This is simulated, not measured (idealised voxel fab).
voxel tone inversion: a process module
Cross-section cut: width 185 nm, square cells of 5 nm.
A cross-section is written here as square cells arranged in a grid, and it is given in bands from the top down, each band taking up one or more rows of cells.
Band entry format. Leading values: height of top, height of bottom, nm. Remainder: materials in left-to-right order, each with its width in nm. Special words: "all across" on a single material, which then fills the band edge to edge; "empty", empty space.
Measure heights from 0. That's the level where, below it, the as-received wafer is all one material. The lowest band is bottomless and extends downward; write it as in "0 -> down".
Width "30->40": first value at the band's top row of cells, second value at its bottom row, equal change from row to row.
"same as before" for a step: no cell of the cross-section changed in that step.
Tabulated closed voids: empty space of 8 cells or more with no open way to the top, each as width x height at its distance from the left edge, in nm
Note: text after step settings on the step line = simulator remark on that step.
"overlay nm" on a masked step: distance the mask lay right of its planned place, negative for left.
Set out below are the planned steps of the process
1: op RECEIVE | material Si
2: op CONFORMAL_DEP | material SiCN | thk nm 10
3: op DIRECTIONAL_DEP | material aC | thk nm 15
4: op PATTERN | tone cover | mask id POSTS | material resist | width nm 20 | pitch nm 50 | thk nm 20 | overlay nm 0
5: op DIRECTIONAL_ETCH | etch materials aC | depth nm 15
6: op STRIP | etch materials resist
7: op FILL_DEP | material lowk | thk nm 10
8: op CMP | height nm 25
9: op STRIP | etch materials aC
10: op CONFORMAL_DEP | material TiN | thk nm 5
11: op FILL_DEP | material W | thk nm 5
12: op CMP | height nm 25
13: op CONFORMAL_DEP | material SiCN | thk nm 5
First of two wafers, processed according to plan
Wafer at receipt (post step 1), cross-section
- 0 -> down = Si all across
- Tabulated closed voids: none
Cross-section: wafer state after step 2
- 10 -> 0 = SiCN all across
- Heights below 0 show no change.
Cross-section: wafer state after step 3
- 25 -> 10 = aC all across
- Heights below 10 show no change.
Cross-section: wafer state after step 4
- 45 -> 25 = empty: 55 | resist: 20 | empty: 30 | resist: 20 | empty: 60
- Heights below 25 show no change.
Cross-section: wafer state after step 5
- 30 -> 25 = empty: 55 | resist: 20 | empty: 30 | resist: 20 | empty: 60
- 25 -> 10 = empty: 55 | aC: 20 | empty: 30 | aC: 20 | empty: 60
- Heights below 10 show no change.
Cross-section: wafer state after step 6
- 25 -> 10 = empty: 55 | aC: 20 | empty: 30 | aC: 20 | empty: 60
- Heights below 10 show no change.
Cross-section: wafer state after step 7
- 35 -> 25 = lowk all across
- 25 -> 10 = lowk: 55 | aC: 20 | lowk: 30 | aC: 20 | lowk: 60
- Heights below 10 show no change.
Cross-section: wafer state after step 8
- 25 -> 10 = lowk: 55 | aC: 20 | lowk: 30 | aC: 20 | lowk: 60
- Heights below 10 show no change.
Cross-section: wafer state after step 9
- 25 -> 10 = lowk: 55 | empty: 20 | lowk: 30 | empty: 20 | lowk: 60
- Heights below 10 show no change.
Cross-section: wafer state after step 10
- 30 -> 25 = TiN: 60 | empty: 10 | TiN: 40 | empty: 10 | TiN: 65
- 25 -> 15 = lowk: 55 | TiN: 5 | empty: 10 | TiN: 5 | lowk: 30 | TiN: 5 | empty: 10 | TiN: 5 | lowk: 60
- 15 -> 10 = lowk: 55 | TiN: 20 | lowk: 30 | TiN: 20 | lowk: 60
- Heights below 10 show no change.
Cross-section: wafer state after step 11
- 35 -> 30 = W all across
- 30 -> 25 = TiN: 60 | W: 10 | TiN: 40 | W: 10 | TiN: 65
- 25 -> 15 = lowk: 55 | TiN: 5 | W: 10 | TiN: 5 | lowk: 30 | TiN: 5 | W: 10 | TiN: 5 | lowk: 60
- Heights below 15 show no change.
Cross-section: wafer state after step 12
- 25 -> 15 = lowk: 55 | TiN: 5 | W: 10 | TiN: 5 | lowk: 30 | TiN: 5 | W: 10 | TiN: 5 | lowk: 60
- Heights below 15 show no change.
Cross-section: wafer state after step 13
- 30 -> 25 = SiCN all across
- Heights below 25 show no change.
Second wafer: same start and same plan as the first, one execution error; identical to the first through step 3
Cross-section of the second wafer at the time by which step 4 should have been completed according to the plan
- 45 -> 25 = empty: 55 | resist: 25 | empty: 25 | resist: 25 | empty: 55
- Heights below 25 show no change.
Cross-section of the second wafer at the time by which step 5 should have been completed according to the plan
- 30 -> 25 = empty: 55 | resist: 25 | empty: 25 | resist: 25 | empty: 55
- 25 -> 10 = empty: 55 | aC: 25 | empty: 25 | aC: 25 | empty: 55
- Heights below 10 show no change.
Cross-section of the second wafer at the time by which step 6 should have been completed according to the plan
- 25 -> 10 = empty: 55 | aC: 25 | empty: 25 | aC: 25 | empty: 55
- Heights below 10 show no change.
Cross-section of the second wafer at the time by which step 7 should have been completed according to the plan
- 35 -> 25 = lowk all across
- 25 -> 10 = lowk: 55 | aC: 25 | lowk: 25 | aC: 25 | lowk: 55
- Heights below 10 show no change.
Cross-section of the second wafer at the time by which step 8 should have been completed according to the plan
- 25 -> 10 = lowk: 55 | aC: 25 | lowk: 25 | aC: 25 | lowk: 55
- Heights below 10 show no change.
Cross-section of the second wafer at the time by which step 9 should have been completed according to the plan
- 25 -> 10 = lowk: 55 | empty: 25 | lowk: 25 | empty: 25 | lowk: 55
- Heights below 10 show no change.
Cross-section of the second wafer at the time by which step 10 should have been completed according to the plan
- 30 -> 25 = TiN: 60 | empty: 15 | TiN: 35 | empty: 15 | TiN: 60
- 25 -> 15 = lowk: 55 | TiN: 5 | empty: 15 | TiN: 5 | lowk: 25 | TiN: 5 | empty: 15 | TiN: 5 | lowk: 55
- 15 -> 10 = lowk: 55 | TiN: 25 | lowk: 25 | TiN: 25 | lowk: 55
- Heights below 10 show no change.
Cross-section of the second wafer at the time by which step 11 should have been completed according to the plan
- 35 -> 30 = W all across
- 30 -> 25 = TiN: 60 | W: 15 | TiN: 35 | W: 15 | TiN: 60
- 25 -> 15 = lowk: 55 | TiN: 5 | W: 15 | TiN: 5 | lowk: 25 | TiN: 5 | W: 15 | TiN: 5 | lowk: 55
- Heights below 15 show no change.
Cross-section of the second wafer at the time by which step 12 should have been completed according to the plan
- 25 -> 15 = lowk: 55 | TiN: 5 | W: 15 | TiN: 5 | lowk: 25 | TiN: 5 | W: 15 | TiN: 5 | lowk: 55
- Heights below 15 show no change.
Cross-section of the second wafer at the time by which step 13 should have been completed according to the plan
- 30 -> 25 = SiCN all across
- Heights below 25 show no change.
Where did the run depart from the plan? planned and actual differ for step 4; actual: op PATTERN | tone cover | mask id POSTS | material resist | width nm 25 | pitch nm 50 | thk nm 20 | overlay nm 0
Per the end-of-run cell counts, the second wafer holds more or fewer of some materials than the first: 2 more of TiN, 4 more of W, 6 fewer of lowk
